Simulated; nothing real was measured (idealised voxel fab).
process module | voxel ribs on slabs
cross-section cut | 205 nm wide | cells 5 nm
A cross-section is a grid of square cells, given in bands from the top down. A band is one or more rows of cells.
Each band's line starts with the height of the band's top and of its bottom, in nm. Then come its materials from left to right, each with its width in nm. One material with "throughout" fills the band from edge to edge. "air" is empty space.
Height 0 is the level under which the wafer as received is all one material. The lowest band goes on downwards, as in "0 down".
A width such as "30 to 40" changes by the same amount from each row of cells to the next, from the band's top row to its bottom row.
"no change" after a step means that no cell of the cross-section changed.
closed voids: empty space of 8 cells or more with no open way to the top, each as width x height at its distance from the left edge, in nm
after a step's settings: what the simulator itself notes on the step
overlay nm, on a step with a mask: how far to the right of its planned place the mask lay; to the left if negative
plan
1 op RECEIVE | material Si
2 op DIRECTIONAL_DEP | material SiO2 | thk nm 25
3 op DIRECTIONAL_DEP | material polySi | thk nm 20
4 op PATTERN | tone cover | mask id RIB | material resist | width nm 30 | thk nm 20 | overlay nm 0
5 op DIRECTIONAL_ETCH | etch materials polySi | depth nm 10
6 op STRIP | etch materials resist
7 op MASKED_ETCH | tone cover | mask id SLAB | width nm 60 | etch materials polySi | depth nm 10 | overlay nm 0
8 op FILL_DEP | material SiO2 | thk nm 25
9 op CMP | height nm 60
10 op DIRECTIONAL_DEP | material TiN | thk nm 5
11 op PATTERN | tone cover | mask id HEATER | material resist | width nm 40 | thk nm 20 | overlay nm 0
12 op DIRECTIONAL_ETCH | etch materials TiN | depth nm 5
13 op STRIP | etch materials resist
14 op CONFORMAL_DEP | material SiO2 | thk nm 10
first wafer, as planned
as received, after step 1
  0 down: Si throughout
  closed voids: none
after step 2
  25 to 0: SiO2 throughout
  below 0: unchanged
after step 3
  45 to 25: polySi throughout
  below 25: unchanged
after step 4
  65 to 45: air 85 | resist 30 | air 90
  below 45: unchanged
after step 5
  65 to 45: air 85 | resist 30 | air 90
  45 to 35: air 85 | polySi 30 | air 90
  below 35: unchanged
after step 6
  45 to 35: air 85 | polySi 30 | air 90
  below 35: unchanged
after step 7
  45 to 35: air 85 | polySi 30 | air 90
  35 to 25: air 70 | polySi 60 | air 75
  below 25: unchanged
after step 8
  70 to 45: SiO2 throughout
  45 to 35: SiO2 85 | polySi 30 | SiO2 90
  35 to 25: SiO2 70 | polySi 60 | SiO2 75
  below 25: unchanged
after step 9
  60 to 45: SiO2 throughout
  below 45: unchanged
after step 10
  65 to 60: TiN throughout
  below 60: unchanged
after step 11
  85 to 65: air 80 | resist 40 | air 85
  below 65: unchanged
after step 12
  85 to 65: air 80 | resist 40 | air 85
  65 to 60: air 80 | TiN 40 | air 85
  below 60: unchanged
after step 13
  65 to 60: air 80 | TiN 40 | air 85
  below 60: unchanged
after step 14
  75 to 70: air 70 | SiO2 60 | air 75
  70 to 65: SiO2 throughout
  65 to 60: SiO2 80 | TiN 40 | SiO2 85
  below 60: unchanged
second wafer: like start, like plan, one mistake. Through step 7 it matches the first wafer
when step 8 should have ended
  70 to 45: TiN throughout
  45 to 35: TiN 85 | polySi 30 | TiN 90
  35 to 25: TiN 70 | polySi 60 | TiN 75
  below 25: unchanged
when step 9 should have ended
  60 to 45: TiN throughout
  below 45: unchanged
when step 10 should have ended
  65 to 45: TiN throughout
  below 45: unchanged
when step 11 should have ended
  85 to 65: air 80 | resist 40 | air 85
  below 65: unchanged
when step 12 should have ended
  85 to 65: air 80 | resist 40 | air 85
  65 to 60: air 80 | TiN 40 | air 85
  below 60: unchanged
when step 13 should have ended
  65 to 60: air 80 | TiN 40 | air 85
  below 60: unchanged
when step 14 should have ended
  75 to 70: air 70 | SiO2 60 | air 75
  70 to 65: SiO2 throughout
  65 to 60: SiO2 80 | TiN 40 | SiO2 85
  below 60: unchanged
what went wrong: step 8 ran as: op FILL_DEP | material TiN | thk nm 25
at the end the second wafer has, in cells: 251 fewer of SiO2 | 251 more of TiN
